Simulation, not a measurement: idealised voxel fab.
Presented below is a process module, voxel plated lines.
cross-section cut | 225 nm wide | cells 5 nm
Notation: cross-section as square-cell grid; stated in bands, top first, going down; one or more cell rows per band.
Read a band's entry like this: the first values are the height of its top and the height of its bottom in nm, and what follows is the sequence of materials from left to right, each with its width in nm. Note that "air" is empty space, and that a single material marked "everywhere" reaches across the band from edge to edge.
Height is counted from the level 0, under which the received wafer is composed throughout of one material. The lowest of the bands is not closed at the bottom but continues downward, in the notation "0 nm and below".
Graded width ("30 to 40"): value in top row of band = first number; value in bottom row = second number; row-to-row change constant.
You'll sometimes find "no modifications" written for a step, and that's the way of saying that nowhere in the cross-section did a cell change during that step.
If an empty space has no open way to the top and is at least 8 cells in size, "Unvented internal voids" lists it, written width x height at distance, where distance is measured from the left edge and every value is in nm.
Anything after a step's settings on that line? It's the simulator's own note about the step.
The "overlay nm" setting may appear on a step's line; for a step that uses a mask, it gives how far to the right of its planned position the mask lay, and a negative value indicates the left.

### Steps planned for the process
| 1 | RECEIVE (material Si) |
| 2 | CONFORMAL_DEP (material Al2O3; thk nm 10) |
| 3 | DIRECTIONAL_DEP (material TiN; thk nm 5) |
| 4 | PATTERN (tone open; mask id LINES; material resist; width nm 15; pitch nm 40; thk nm 30; overlay nm 0) |
| 5 | EPI (material Ru; thk nm 5) |
| 6 | EPI (material Ru; thk nm 5) |
| 7 | STRIP (etch materials resist) |
| 8 | DIRECTIONAL_ETCH (etch materials TiN; depth nm 5) |
| 9 | CONFORMAL_DEP (material SiO2; thk nm 10) |
Every wafer here starts from the same state; it is the step 3 thk nm that distinguishes them, and the value the plan gives belongs to the first wafer.

### Step 1 complete: as-received cross-section of the first of several wafers
- 0 nm and below: Si everywhere
- Unvented internal voids: none

### For your reference, the table is organized with a row per wafer; each row reflects the wafer at the end of the module, indicating for each material the cells gained (+) or lost (-) since receipt, and thereafter its closed voids
thk nm 5 | +90 Al2O3 | +12 Ru | +114 SiO2 | +6 TiN | Unvented internal voids: none
thk nm 10 | +90 Al2O3 | +12 Ru | +114 SiO2 | +51 TiN | Unvented internal voids: none
thk nm 15 | +90 Al2O3 | +12 Ru | +114 SiO2 | +96 TiN | Unvented internal voids: none
thk nm 20 | +90 Al2O3 | +12 Ru | +114 SiO2 | +141 TiN | Unvented internal voids: none
